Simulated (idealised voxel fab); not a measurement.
Process module in this document: voxel trench capacitor
The cross-section on display is named cut; it measures 205 nm wide, and its cells are 5 nm squares.
A cross-section is a grid of square cells, given in bands from the top down. A band is one or more rows of cells. Band entry format. Leading values: height of top, height of bottom, nm. Remainder: materials in left-to-right order, each with its width in nm. Special words: "everywhere" on a single material, which then fills the band edge to edge; "empty", empty space. Height reference: 0 = level under which incoming wafer is all one material. Lowest band: no bottom, runs on downward, e.g. "0 down". Quick explanation for "30->40": the width changes in equal steps down the rows of cells, from the first number in the band's top row to the second number in its bottom row. "no alteration", as given for a step, is the statement that not any cell of the cross-section underwent a change during that step. Under "Enclosed void inventory" you'll find the enclosed gaps, the ones with no way out to the top, that are 8 cells or bigger; each reads width x height at distance, with distance counted from the left edge, everything in nm. Whatever follows a step's settings on its line is a remark the simulator itself makes about that step. "overlay nm" on a masked step: distance the mask lay right of its planned place, negative for left.
## Process steps foreseen in the plan
1) RECEIVE with material Si
2) CONFORMAL_DEP with material SiN, thk nm 10
3) DIRECTIONAL_DEP with material aC, thk nm 10
4) PATTERN with tone open, mask id TRENCH, material resist, width nm 15, pitch nm 45, thk nm 25, overlay nm 0
5) DIRECTIONAL_ETCH with etch materials aC, depth nm 10
6) STRIP with etch materials resist
7) DIRECTIONAL_ETCH with etch materials SiN, depth nm 10
8) DIRECTIONAL_ETCH with etch materials Si, depth nm 40
9) STRIP with etch materials aC
10) CONFORMAL_DEP with material Al2O3, thk nm 5
11) FILL_DEP with material polySi, thk nm 5
12) CMP with height nm 10
The plan shows the width nm of step 4 as the first wafer had it; this setting differs between the wafers, which start out alike.
## This is how the first of several wafers looked in cross-section when it arrived, which is after step 1
    0 down | Si everywhere
    Enclosed void inventory: none
## each wafer at the end: cells of each material gained (+) or lost (-) since it was received, then its closed voids
width nm 15, +63 Al2O3, -72 Si, +64 SiN, +27 polySi, Enclosed void inventory: none
width nm 20, +66 Al2O3, -96 Si, +58 SiN, +54 polySi, Enclosed void inventory: none
width nm 25, +69 Al2O3, -120 Si, +52 SiN, +81 polySi, Enclosed void inventory: none
width nm 30, +72 Al2O3, -144 Si, +46 SiN, +108 polySi, Enclosed void inventory: none
